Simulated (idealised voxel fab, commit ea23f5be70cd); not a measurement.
You're looking at the process module voxel ribs on slabs.
Cross-section cut spans 285 nm and uses square cells 5 nm in size.
Cross-section format: a grid of square cells, given as bands from top to bottom; each band is one or more rows of cells. Within each band entry, the heights of the top and of the bottom of the band appear first, in that order and in nm; the materials of the band then follow from left to right, each with its corresponding width in nm. The designation "edge to edge" on a single material indicates that it fills the band from edge to edge; the designation "air" indicates empty space. Basically, 0 is our baseline, since under it the wafer straight out of the box is all one material. The bottom band has no lower end and keeps on going down, so it looks like "from 0 down". Read "30->40" as a graded width: first number on top, second number at the bottom, same change between each pair of neighbouring rows. No cell of the cross-section changed in a step that is given as "nothing got changed". In "Sealed internal cavities" the enclosed voids are listed, meaning empty spaces of 8 cells or larger without any opening to the top. The form is width x height at distance, distance from the left edge, units nm. Post-settings text on a step line: simulator's own remark regarding the step. overlay nm: where the mask lay relative to plan, measured to the right, on steps with a mask; negatives go left.

Planned step list for the process:
| 1 | RECEIVE, material Si |
| 2 | DIRECTIONAL_DEP, material SiO2, thk nm 30 |
| 3 | DIRECTIONAL_DEP, material polySi, thk nm 20 |
| 4 | PATTERN, tone cover, mask id RIB, material resist, width nm 25, thk nm 20, overlay nm 0 |
| 5 | DIRECTIONAL_ETCH, etch materials polySi, depth nm 5 |
| 6 | STRIP, etch materials resist |
| 7 | DIRECTIONAL_DEP, material aC, thk nm 10 |
| 8 | PATTERN, tone cover, mask id SLAB, material resist, width nm 75, thk nm 30, overlay nm 0 |
| 9 | DIRECTIONAL_ETCH, etch materials aC, depth nm 10 |
| 10 | STRIP, etch materials resist |
| 11 | DIRECTIONAL_ETCH, etch materials polySi, depth nm 15 |
| 12 | STRIP, etch materials aC |
| 13 | FILL_DEP, material SiO2, thk nm 25 |
| 14 | CMP, height nm 65 |
| 15 | DIRECTIONAL_DEP, material W, thk nm 10 |
| 16 | MASKED_ETCH, tone cover, mask id HEATER, width nm 35, etch materials W, depth nm 10, overlay nm 0 |
| 17 | CONFORMAL_DEP, material SiO2, thk nm 5 |

Received-state cross-section, reflecting completion of step 1:
  from 0 down  Si edge to edge
  Sealed internal cavities: none

Cross-sectional result after module completion. Note: starting condition and plan are unchanged from above; one processing mistake was made:
  from 80 to 75  120 air, 45 SiO2, 120 air
  from 75 to 70  120 air, 5 SiO2, 35 W, 5 SiO2, 120 air
  from 70 to 65  125 SiO2, 35 W, 125 SiO2
  from 65 to 60  105 SiO2, 75 polySi, 105 SiO2
  from 60 to 0  SiO2 edge to edge
  from 0 down  Si edge to edge
  Sealed internal cavities: none
Plan not followed: twice over, step 2 of the plan was run
